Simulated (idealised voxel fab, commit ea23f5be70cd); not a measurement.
The process module that follows is named voxel self aligned contacts.
Cross-section cut spans 180 nm and uses square cells 5 nm in size.
For the purposes of this document, a cross-section shall be understood as a grid of square cells, specified as bands listed in top-to-bottom order, each band consisting of one or more rows of cells. Within each band entry, the heights of the top and of the bottom of the band appear first, in that order and in nm; the materials of the band then follow from left to right, each with its corresponding width in nm. The designation "edge to edge" on a single material indicates that it fills the band from edge to edge; the designation "blank" indicates empty space. Height reference: 0 = level under which incoming wafer is all one material. Lowest band: no bottom, runs on downward, e.g. "0..down". A width given as "30..40" starts at the first number in the band's top row and ends at the second number in its bottom row, shifting by an equal amount at every step from row to row. Basically "everything unchanged" means that step didn't change any cell in the cross-section. Entry "Enclosed internal cavities" = empty spaces >= 8 cells with no open way to the top; each as width x height at distance, distance from left edge, all nm. Note: text after step settings on the step line = simulator remark on that step. Regarding "overlay nm": on a step with a mask, it is the distance the mask lay to the right of its planned place; a negative value places it to the left.

-- Planned step list for the process
1,RECEIVE | material Si
2,CONFORMAL_DEP | material SiO2 | thk nm 5
3,DIRECTIONAL_DEP | material polySi | thk nm 25
4,DIRECTIONAL_DEP | material SiN | thk nm 20
5,PATTERN | tone cover | mask id GATE | material resist | width nm 25 | pitch nm 65 | thk nm 20 | overlay nm 0
6,DIRECTIONAL_ETCH | etch materials SiN | depth nm 20
7,DIRECTIONAL_ETCH | etch materials polySi | depth nm 25
8,STRIP | etch materials resist
9,CONFORMAL_DEP | material SiN | thk nm 10
10,DIRECTIONAL_ETCH | etch materials SiN | depth nm 10
11,FILL_DEP | material SiO2 | thk nm 20
12,CMP | height nm 60
13,PATTERN | tone open | mask id CONTACT | material resist | width nm 50 | thk nm 15 | overlay nm 0
14,DIRECTIONAL_ETCH | etch materials SiO2 | depth nm 60
15,STRIP | etch materials resist
16,CONFORMAL_DEP | material TiN | thk nm 5
17,FILL_DEP | material Ru | thk nm 5
18,CMP | height nm 60
19,CONFORMAL_DEP | material SiCN | thk nm 5

-- Wafer, first of two, run as planned

-- Wafer at receipt (post step 1), cross-section
	0..down  Si edge to edge
	Enclosed internal cavities: none

-- Cross-section of the wafer subsequent to step 2
	5..0  SiO2 edge to edge
	Under 0: no change, same as before.

-- Cross-section of the wafer subsequent to step 3
	30..5  polySi edge to edge
	Under 5: no change, same as before.

-- Cross-section of the wafer subsequent to step 4
	50..30  SiN edge to edge
	Under 30: no change, same as before.

-- Cross-section of the wafer subsequent to step 5
	70..50  45 nm blank, then 25 nm resist, then 40 nm blank, then 25 nm resist, then 45 nm blank
	Under 50: no change, same as before.

-- Cross-section of the wafer subsequent to step 6
	70..50  45 nm blank, then 25 nm resist, then 40 nm blank, then 25 nm resist, then 45 nm blank
	50..30  45 nm blank, then 25 nm SiN, then 40 nm blank, then 25 nm SiN, then 45 nm blank
	Under 30: no change, same as before.

-- Cross-section of the wafer subsequent to step 7
	70..50  45 nm blank, then 25 nm resist, then 40 nm blank, then 25 nm resist, then 45 nm blank
	50..30  45 nm blank, then 25 nm SiN, then 40 nm blank, then 25 nm SiN, then 45 nm blank
	30..5  45 nm blank, then 25 nm polySi, then 40 nm blank, then 25 nm polySi, then 45 nm blank
	Under 5: no change, same as before.

-- Cross-section of the wafer subsequent to step 8
	50..30  45 nm blank, then 25 nm SiN, then 40 nm blank, then 25 nm SiN, then 45 nm blank
	Under 30: no change, same as before.

-- Cross-section of the wafer subsequent to step 9
	60..30  35 nm blank, then 45 nm SiN, then 20 nm blank, then 45 nm SiN, then 35 nm blank
	30..15  35 nm blank, then 10 nm SiN, then 25 nm polySi, then 10 nm SiN, then 20 nm blank, then 10 nm SiN, then 25 nm polySi, then 10 nm SiN, then 35 nm blank
	15..5  45 nm SiN, then 25 nm polySi, then 40 nm SiN, then 25 nm polySi, then 45 nm SiN
	Under 5: no change, same as before.

-- Cross-section of the wafer subsequent to step 10
	50..30  35 nm blank, then 45 nm SiN, then 20 nm blank, then 45 nm SiN, then 35 nm blank
	30..5  35 nm blank, then 10 nm SiN, then 25 nm polySi, then 10 nm SiN, then 20 nm blank, then 10 nm SiN, then 25 nm polySi, then 10 nm SiN, then 35 nm blank
	Under 5: no change, same as before.

-- Cross-section of the wafer subsequent to step 11
	70..50  SiO2 edge to edge
	50..30  35 nm SiO2, then 45 nm SiN, then 20 nm SiO2, then 45 nm SiN, then 35 nm SiO2
	30..5  35 nm SiO2, then 10 nm SiN, then 25 nm polySi, then 10 nm SiN, then 20 nm SiO2, then 10 nm SiN, then 25 nm polySi, then 10 nm SiN, then 35 nm SiO2
	Under 5: no change, same as before.

-- Cross-section of the wafer subsequent to step 12
	60..50  SiO2 edge to edge
	Under 50: no change, same as before.

-- Cross-section of the wafer subsequent to step 13
	75..60  65 nm resist, then 50 nm blank, then 65 nm resist
	Under 60: no change, same as before.

-- Cross-section of the wafer subsequent to step 14
	75..60  65 nm resist, then 50 nm blank, then 65 nm resist
	60..50  65 nm SiO2, then 50 nm blank, then 65 nm SiO2
	50..30  35 nm SiO2, then 45 nm SiN, then 20 nm blank, then 45 nm SiN, then 35 nm SiO2
	30..5  35 nm SiO2, then 10 nm SiN, then 25 nm polySi, then 10 nm SiN, then 20 nm blank, then 10 nm SiN, then 25 nm polySi, then 10 nm SiN, then 35 nm SiO2
	5..0  80 nm SiO2, then 20 nm blank, then 80 nm SiO2
	Under 0: no change, same as before.

-- Cross-section of the wafer subsequent to step 15
	60..50  65 nm SiO2, then 50 nm blank, then 65 nm SiO2
	Under 50: no change, same as before.

-- Cross-section of the wafer subsequent to step 16
	65..60  70 nm TiN, then 40 nm blank, then 70 nm TiN
	60..50  65 nm SiO2, then 5..20 nm TiN, then 40..10 nm blank, then 5..20 nm TiN, then 65 nm SiO2
	50..30  35 nm SiO2, then 45 nm SiN, then 5 nm TiN, then 10 nm blank, then 5 nm TiN, then 45 nm SiN, then 35 nm SiO2
	30..5  35 nm SiO2, then 10 nm SiN, then 25 nm polySi, then 10 nm SiN, then 5 nm TiN, then 10 nm blank, then 5 nm TiN, then 10 nm SiN, then 25 nm polySi, then 10 nm SiN, then 35 nm SiO2
	5..0  80 nm SiO2, then 20 nm TiN, then 80 nm SiO2
	Under 0: no change, same as before.

-- Cross-section of the wafer subsequent to step 17
	70..65  Ru edge to edge
	65..60  70 nm TiN, then 40 nm Ru, then 70 nm TiN
	60..50  65 nm SiO2, then 5..20 nm TiN, then 40..10 nm Ru, then 5..20 nm TiN, then 65 nm SiO2
	50..30  35 nm SiO2, then 45 nm SiN, then 5 nm TiN, then 10 nm Ru, then 5 nm TiN, then 45 nm SiN, then 35 nm SiO2
	30..5  35 nm SiO2, then 10 nm SiN, then 25 nm polySi, then 10 nm SiN, then 5 nm TiN, then 10 nm Ru, then 5 nm TiN, then 10 nm SiN, then 25 nm polySi, then 10 nm SiN, then 35 nm SiO2
	Under 5: no change, same as before.

-- Cross-section of the wafer subsequent to step 18
	60..50  65 nm SiO2, then 5..20 nm TiN, then 40..10 nm Ru, then 5..20 nm TiN, then 65 nm SiO2
	Under 50: no change, same as before.

-- Cross-section of the wafer subsequent to step 19
	65..60  SiCN edge to edge
	Under 60: no change, same as before.

-- It is to be noted that the second wafer proceeded from the same initial state and according to the same plan as the first, although one mistake was committed in its execution; through step 1, inclusive, the two wafers share an identical history

Look at the second wafer in cross-section at the time step 2 ought to have finished: everything unchanged

-- Look at the second wafer in cross-section at the time step 3 ought to have finished
	25..0  polySi edge to edge
	Under 0: no change, same as before.

-- Look at the second wafer in cross-section at the time step 4 ought to have finished
	45..25  SiN edge to edge
	Under 25: no change, same as before.

-- Look at the second wafer in cross-section at the time step 5 ought to have finished
	65..45  45 nm blank, then 25 nm resist, then 40 nm blank, then 25 nm resist, then 45 nm blank
	Under 45: no change, same as before.

-- Look at the second wafer in cross-section at the time step 6 ought to have finished
	65..45  45 nm blank, then 25 nm resist, then 40 nm blank, then 25 nm resist, then 45 nm blank
	45..25  45 nm blank, then 25 nm SiN, then 40 nm blank, then 25 nm SiN, then 45 nm blank
	Under 25: no change, same as before.

-- Look at the second wafer in cross-section at the time step 7 ought to have finished
	65..45  45 nm blank, then 25 nm resist, then 40 nm blank, then 25 nm resist, then 45 nm blank
	45..25  45 nm blank, then 25 nm SiN, then 40 nm blank, then 25 nm SiN, then 45 nm blank
	25..0  45 nm blank, then 25 nm polySi, then 40 nm blank, then 25 nm polySi, then 45 nm blank
	Under 0: no change, same as before.

-- Look at the second wafer in cross-section at the time step 8 ought to have finished
	45..25  45 nm blank, then 25 nm SiN, then 40 nm blank, then 25 nm SiN, then 45 nm blank
	Under 25: no change, same as before.

-- Look at the second wafer in cross-section at the time step 9 ought to have finished
	55..25  35 nm blank, then 45 nm SiN, then 20 nm blank, then 45 nm SiN, then 35 nm blank
	25..10  35 nm blank, then 10 nm SiN, then 25 nm polySi, then 10 nm SiN, then 20 nm blank, then 10 nm SiN, then 25 nm polySi, then 10 nm SiN, then 35 nm blank
	10..0  45 nm SiN, then 25 nm polySi, then 40 nm SiN, then 25 nm polySi, then 45 nm SiN
	Under 0: no change, same as before.

-- Look at the second wafer in cross-section at the time step 10 ought to have finished
	45..25  35 nm blank, then 45 nm SiN, then 20 nm blank, then 45 nm SiN, then 35 nm blank
	25..0  35 nm blank, then 10 nm SiN, then 25 nm polySi, then 10 nm SiN, then 20 nm blank, then 10 nm SiN, then 25 nm polySi, then 10 nm SiN, then 35 nm blank
	Under 0: no change, same as before.

-- Look at the second wafer in cross-section at the time step 11 ought to have finished
	65..45  SiO2 edge to edge
	45..25  35 nm SiO2, then 45 nm SiN, then 20 nm SiO2, then 45 nm SiN, then 35 nm SiO2
	25..0  35 nm SiO2, then 10 nm SiN, then 25 nm polySi, then 10 nm SiN, then 20 nm SiO2, then 10 nm SiN, then 25 nm polySi, then 10 nm SiN, then 35 nm SiO2
	Under 0: no change, same as before.

-- Look at the second wafer in cross-section at the time step 12 ought to have finished
	60..45  SiO2 edge to edge
	Under 45: no change, same as before.

-- Look at the second wafer in cross-section at the time step 13 ought to have finished
	75..60  65 nm resist, then 50 nm blank, then 65 nm resist
	Under 60: no change, same as before.

-- Look at the second wafer in cross-section at the time step 14 ought to have finished
	75..60  65 nm resist, then 50 nm blank, then 65 nm resist
	60..45  65 nm SiO2, then 50 nm blank, then 65 nm SiO2
	45..25  35 nm SiO2, then 45 nm SiN, then 20 nm blank, then 45 nm SiN, then 35 nm SiO2
	25..0  35 nm SiO2, then 10 nm SiN, then 25 nm polySi, then 10 nm SiN, then 20 nm blank, then 10 nm SiN, then 25 nm polySi, then 10 nm SiN, then 35 nm SiO2
	Under 0: no change, same as before.

-- Look at the second wafer in cross-section at the time step 15 ought to have finished
	60..45  65 nm SiO2, then 50 nm blank, then 65 nm SiO2
	Under 45: no change, same as before.

-- Look at the second wafer in cross-section at the time step 16 ought to have finished
	65..60  70 nm TiN, then 40 nm blank, then 70 nm TiN
	60..50  65 nm SiO2, then 5 nm TiN, then 40 nm blank, then 5 nm TiN, then 65 nm SiO2
	50..45  65 nm SiO2, then 20 nm TiN, then 10 nm blank, then 20 nm TiN, then 65 nm SiO2
	45..25  35 nm SiO2, then 45 nm SiN, then 5 nm TiN, then 10 nm blank, then 5 nm TiN, then 45 nm SiN, then 35 nm SiO2
	25..5  35 nm SiO2, then 10 nm SiN, then 25 nm polySi, then 10 nm SiN, then 5 nm TiN, then 10 nm blank, then 5 nm TiN, then 10 nm SiN, then 25 nm polySi, then 10 nm SiN, then 35 nm SiO2
	5..0  35 nm SiO2, then 10 nm SiN, then 25 nm polySi, then 10 nm SiN, then 20 nm TiN, then 10 nm SiN, then 25 nm polySi, then 10 nm SiN, then 35 nm SiO2
	Under 0: no change, same as before.

-- Look at the second wafer in cross-section at the time step 17 ought to have finished
	70..65  Ru edge to edge
	65..60  70 nm TiN, then 40 nm Ru, then 70 nm TiN
	60..50  65 nm SiO2, then 5 nm TiN, then 40 nm Ru, then 5 nm TiN, then 65 nm SiO2
	50..45  65 nm SiO2, then 20 nm TiN, then 10 nm Ru, then 20 nm TiN, then 65 nm SiO2
	45..25  35 nm SiO2, then 45 nm SiN, then 5 nm TiN, then 10 nm Ru, then 5 nm TiN, then 45 nm SiN, then 35 nm SiO2
	25..5  35 nm SiO2, then 10 nm SiN, then 25 nm polySi, then 10 nm SiN, then 5 nm TiN, then 10 nm Ru, then 5 nm TiN, then 10 nm SiN, then 25 nm polySi, then 10 nm SiN, then 35 nm SiO2
	Under 5: no change, same as before.

-- Look at the second wafer in cross-section at the time step 18 ought to have finished
	60..50  65 nm SiO2, then 5 nm TiN, then 40 nm Ru, then 5 nm TiN, then 65 nm SiO2
	Under 50: no change, same as before.

-- Look at the second wafer in cross-section at the time step 19 ought to have finished
	65..60  SiCN edge to edge
	Under 60: no change, same as before.
In executing the process, a mistake was made relative to the plan: step 2 of the plan was bypassed and not carried out
Materials where the second wafer ends with more or fewer cells than the first: Ru: 6 more | SiO2: 6 fewer
